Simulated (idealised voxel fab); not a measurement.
process module | voxel self aligned vias
cross-section cut | 180 nm wide | cells 5 nm
A cross-section is a grid of square cells, given in bands from the top down. A band is one or more rows of cells.
Each band's line starts with the height of the band's top and of its bottom, in nm. Then come its materials from left to right, each with its width in nm. One material with "throughout" fills the band from edge to edge. "air" is empty space.
Height 0 is the level under which the wafer as received is all one material. The lowest band goes on downwards, as in "0 down".
A width such as "30 to 40" changes by the same amount from each row of cells to the next, from the band's top row to its bottom row.
"no change" after a step means that no cell of the cross-section changed.
closed voids: empty space of 8 cells or more with no open way to the top, each as width x height at its distance from the left edge, in nm
after a step's settings: what the simulator itself notes on the step
overlay nm, on a step with a mask: how far to the right of its planned place the mask lay; to the left if negative
plan
1 op RECEIVE | material Si
2 op CONFORMAL_DEP | material SiO2 | thk nm 10
3 op CONFORMAL_DEP | material SiCN | thk nm 5
4 op DIRECTIONAL_DEP | material SiO2 | thk nm 10
5 op MASKED_ETCH | tone open | mask id LINES | width nm 25 | pitch nm 70 | etch materials SiO2 | depth nm 20 | overlay nm 0
6 op CONFORMAL_DEP | material TiN | thk nm 5
7 op FILL_DEP | material W | thk nm 10
8 op CMP | height nm 35
9 op SELECTIVE_ETCH | etch materials W Ru TiN | depth nm 5
10 op FILL_DEP | material SiN | thk nm 10
11 op CMP | height nm 35
12 op DIRECTIONAL_DEP | material SiO2 | thk nm 20
13 op PATTERN | tone open | mask id VIAS | material resist | width nm 45 | pitch nm 70 | thk nm 15 | overlay nm 0
14 op DIRECTIONAL_ETCH | etch materials SiO2 | depth nm 20
15 op DIRECTIONAL_ETCH | etch materials SiN | depth nm 5
16 op STRIP | etch materials resist
17 op CONFORMAL_DEP | material TiN | thk nm 5
18 op FILL_DEP | material Cu | thk nm 10
19 op CMP | height nm 55
20 op CONFORMAL_DEP | material SiN | thk nm 5
varied across the wafers: thk nm of step 4. The plan shows the first wafer's value. All wafers start alike
first wafer as received, after step 1
  0 down: Si throughout
  closed voids: none
each wafer at the end: cells of each material gained (+) or lost (-) since it was received, then its closed voids
thk nm 10 | +56 Cu | +36 SiCN | +54 SiN | +196 SiO2 | +78 TiN | +12 W | closed voids: none
thk nm 15 | +56 Cu | +36 SiCN | +54 SiN | +222 SiO2 | +52 TiN | +12 W | closed voids: none
thk nm 20 | +48 Cu | +36 SiCN | +36 SiN | +248 SiO2 | +52 TiN | +12 W | closed voids: none
thk nm 25 | +48 Cu | +36 SiCN | +36 SiN | +258 SiO2 | +48 TiN | +6 W | closed voids: none
thk nm 30 | +48 Cu | +36 SiCN | +36 SiN | +268 SiO2 | +44 TiN | closed voids: none
thk nm 35 | +48 Cu | +36 SiCN | +36 SiN | +278 SiO2 | +34 TiN | closed voids: none
